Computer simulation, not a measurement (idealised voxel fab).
process module | voxel transistor to metal
cross-section cut | 270 nm wide | cells 5 nm
A cross-section is a grid of square cells, given in bands from the top down. A band is one or more rows of cells.
Each band's line starts with the height of the band's top and of its bottom, in nm. Then come its materials from left to right, each with its width in nm. One material with "throughout" fills the band from edge to edge. "air" is empty space.
Height 0 is the level under which the wafer as received is all one material. The lowest band goes on downwards, as in "0 down".
A width such as "30 to 40" changes by the same amount from each row of cells to the next, from the band's top row to its bottom row.
"no change" after a step means that no cell of the cross-section changed.
closed voids: empty space of 8 cells or more with no open way to the top, each as width x height at its distance from the left edge, in nm
after a step's settings: what the simulator itself notes on the step
overlay nm, on a step with a mask: how far to the right of its planned place the mask lay; to the left if negative
plan
1 op RECEIVE | material Si
2 op CONFORMAL_DEP | material SiO2 | thk nm 5
3 op CONFORMAL_DEP | material SiN | thk nm 10
4 op DIRECTIONAL_DEP | material aC | thk nm 15
5 op PATTERN | tone cover | mask id ACTIVE | material resist | width nm 105 | pitch nm 135 | thk nm 30 | overlay nm 0
6 op DIRECTIONAL_ETCH | etch materials aC | depth nm 15
7 op STRIP | etch materials resist
8 op DIRECTIONAL_ETCH | etch materials SiN | depth nm 10
9 op DIRECTIONAL_ETCH | etch materials SiO2 | depth nm 5
10 op DIRECTIONAL_ETCH | etch materials Si | depth nm 30
11 op STRIP | etch materials aC
12 op FILL_DEP | material SiO2 | thk nm 10
13 op CMP | height nm 15
14 op SELECTIVE_ETCH | etch materials SiO2 | depth nm 10
15 op STRIP | etch materials SiN
16 op SELECTIVE_ETCH | etch materials SiO2 | depth nm 5
17 op OXIDIZE | depth nm 5
18 op DIRECTIONAL_DEP | material polySi | thk nm 25
19 op DIRECTIONAL_DEP | material SiCN | thk nm 15
20 op MASKED_ETCH | tone cover | mask id GATE | width nm 15 | pitch nm 135 | etch materials SiCN | depth nm 25 | overlay nm 0
21 op MASKED_ETCH | tone cover | mask id GATE | width nm 15 | pitch nm 135 | etch materials polySi | depth nm 35 | overlay nm 0
22 op CONFORMAL_DEP | material SiN | thk nm 5
23 op DIRECTIONAL_ETCH | etch materials SiN | depth nm 5
24 op DIRECTIONAL_ETCH | etch materials SiO2 | depth nm 5
25 op DIRECTIONAL_ETCH | etch materials Si | depth nm 15
26 op EPI | material pSi | thk nm 20
27 op FILL_DEP | material SiO2 | thk nm 5
28 op CMP | height nm 30
29 op DIRECTIONAL_DEP | material SiO2 | thk nm 15
30 op DIRECTIONAL_DEP | material aC | thk nm 10
31 op PATTERN | tone open | mask id CONTACT | material resist | width nm 35 | thk nm 30 | overlay nm 0
32 op DIRECTIONAL_ETCH | etch materials aC | depth nm 10
33 op STRIP | etch materials resist
34 op DIRECTIONAL_ETCH | etch materials SiO2 | depth nm 55
35 op STRIP | etch materials aC
36 op CONFORMAL_DEP | material TiN | thk nm 5
37 op FILL_DEP | material W | thk nm 5
38 op CMP | height nm 55
39 op DIRECTIONAL_DEP | material TiN | thk nm 5
40 op DIRECTIONAL_DEP | material W | thk nm 20
41 op MASKED_ETCH | tone cover | mask id METAL_1 | width nm 20 | etch materials W | depth nm 20 | overlay nm 0
42 op MASKED_ETCH | tone cover | mask id METAL_1 | width nm 20 | etch materials TiN | depth nm 5 | overlay nm 0
43 op CONFORMAL_DEP | material SiN | thk nm 5
44 op FILL_DEP | material SiO2 | thk nm 5
45 op CMP | height nm 80
46 op CONFORMAL_DEP | material SiCN | thk nm 5
47 op DIRECTIONAL_DEP | material lowk | thk nm 35
48 op DIRECTIONAL_DEP | material aC | thk nm 15
49 op PATTERN | tone open | mask id METAL_2_HOLES | material resist | width nm 15 | pitch nm 135 | thk nm 35 | overlay nm 0
50 op DIRECTIONAL_ETCH | etch materials aC | depth nm 15
51 op STRIP | etch materials resist
52 op DIRECTIONAL_ETCH | etch materials lowk | depth nm 35
53 op STRIP | etch materials aC
54 op DIRECTIONAL_DEP | material aC | thk nm 10
55 op PATTERN | tone open | mask id METAL_2 | material resist | width nm 20 | pitch nm 135 | thk nm 30 | overlay nm 0
56 op DIRECTIONAL_ETCH | etch materials aC | depth nm 10
57 op STRIP | etch materials resist
58 op DIRECTIONAL_ETCH | etch materials lowk | depth nm 20
59 op DIRECTIONAL_ETCH | etch materials SiCN | depth nm 5
60 op STRIP | etch materials aC
61 op CONFORMAL_DEP | material TiN | thk nm 5
62 op FILL_DEP | material Cu | thk nm 5
63 op CMP | height nm 120
64 op CONFORMAL_DEP | material SiCN | thk nm 5
varied across the wafers: height nm of step 28. The plan shows the first wafer's value. All wafers start alike
first wafer as received, after step 1
  0 down: Si throughout
  closed voids: none
each wafer at the end: cells of each material gained (+) or lost (-) since it was received, then its closed voids
height nm 30 | +20 Cu | -210 Si | +108 SiCN | +94 SiN | +372 SiO2 | +178 TiN | +250 W | +328 lowk | +180 pSi | +30 polySi | closed voids: none
height nm 35 | +20 Cu | -210 Si | +114 SiCN | +98 SiN | +388 SiO2 | +186 TiN | +216 W | +328 lowk | +180 pSi | +30 polySi | closed voids: none
height nm 40 | +20 Cu | -210 Si | +120 SiCN | +102 SiN | +404 SiO2 | +160 TiN | +216 W | +328 lowk | +180 pSi | +30 polySi | closed voids: none
height nm 45 | +20 Cu | -210 Si | +120 SiCN | +102 SiN | +416 SiO2 | +152 TiN | +212 W | +328 lowk | +180 pSi | +30 polySi | closed voids: none
